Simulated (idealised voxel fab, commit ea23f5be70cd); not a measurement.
Herein follows the process module entitled voxel self aligned contacts.
Section shown: cut. Width: 175 nm. Cell size: 5 nm, square.
This document writes a cross-section as a grid whose cells are square, and gives it as bands, listed from the top down; one or more rows of cells form a band. Heights first: top, then bottom, in nm. Then materials, left to right, each with a width in nm. "full width" on a single material: fills the band edge to edge. "air": empty space. Height is counted from the level 0, under which the received wafer is composed throughout of one material. The lowest of the bands is not closed at the bottom but continues downward, in the notation "0 and below". The width entry "30->40" should be interpreted row by row: the top row of cells in the band takes the first number, the bottom row takes the second number, and the change between adjacent rows is uniform throughout. The designation "nothing altered", where it is given for a processing step, indicates that no cell of the cross-section was altered in the course of that step. "Tabulated closed voids" enumerates empty spaces isolated from the top, with no open way to it, that contain at least 8 cells, giving each as width x height at distance from the left edge, all three in nm. Heads up: the bit after the settings on a step's line is the simulator's remark on that step. Among the settings permitted on a step's line is "overlay nm"; applied to a step with a mask, it specifies the extent to which the mask lay to the right of its planned position, whereas a negative figure signifies a position to the left.

Here's what the planned process steps look like
1 RECEIVE [material Si]
2 CONFORMAL_DEP [material SiO2] [thk nm 5]
3 DIRECTIONAL_DEP [material polySi] [thk nm 20]
4 DIRECTIONAL_DEP [material SiN] [thk nm 15]
5 MASKED_ETCH [tone cover] [mask id GATE] [width nm 25] [pitch nm 60] [etch materials SiN] [depth nm 15] [overlay nm 0]
6 MASKED_ETCH [tone cover] [mask id GATE] [width nm 25] [pitch nm 60] [etch materials polySi] [depth nm 20] [overlay nm 0]
7 CONFORMAL_DEP [material SiN] [thk nm 5]
8 DIRECTIONAL_ETCH [etch materials SiN] [depth nm 5]
9 FILL_DEP [material SiO2] [thk nm 10]
10 CMP [height nm 45]
11 PATTERN [tone open] [mask id CONTACT] [material resist] [width nm 45] [pitch nm 60] [thk nm 20] [overlay nm 0]
12 DIRECTIONAL_ETCH [etch materials SiO2] [depth nm 45]
13 STRIP [etch materials resist]
14 CONFORMAL_DEP [material TiN] [thk nm 5]
15 FILL_DEP [material Ru] [thk nm 5]
16 CMP [height nm 45]
17 CONFORMAL_DEP [material SiCN] [thk nm 5]

Cross-section, incoming material, after step 1
* 0 and below = Si full width
* Tabulated closed voids: none

Starting structure and process plan are as shown above, but one mistake was made in running the module; the wafer cross-section at the end of the module follows
* 50 down to 45 = SiCN full width
* 45 down to 40 = 35 SiO2, 15 TiN, 20 Ru, 10 TiN, 15 SiO2, 15 TiN, 20 Ru, 10 TiN, 35 SiO2
* 40 down to 30 = 15 SiO2, 30 SiN, 5 TiN, 20 Ru, 5 TiN, 30 SiN, 5 TiN, 20 Ru, 5 TiN, 30 SiN, 10 SiO2
* 30 down to 25 = 15 SiO2, 30 SiN, 5 TiN, 15 Ru, 10 TiN, 30 SiN, 5 TiN, 15 Ru, 10 TiN, 30 SiN, 10 SiO2
* 25 down to 5 = 10 SiO2, 5 SiN, 25 polySi, 5 SiN, 5 TiN, 15 Ru, 5 TiN, 5 SiN, 25 polySi, 5 SiN, 5 TiN, 15 Ru, 5 TiN, 5 SiN, 25 polySi, 5 SiN, 10 SiO2
* 5 down to 0 = 45 SiO2, 25 TiN, 35 SiO2, 25 TiN, 45 SiO2
* 0 and below = Si full width
* Tabulated closed voids: none
Finding, execution versus plan: planned and actual differ for step 5; actual: MASKED_ETCH [tone cover] [mask id GATE] [width nm 20] [pitch nm 60] [etch materials SiN] [depth nm 15] [overlay nm 0]
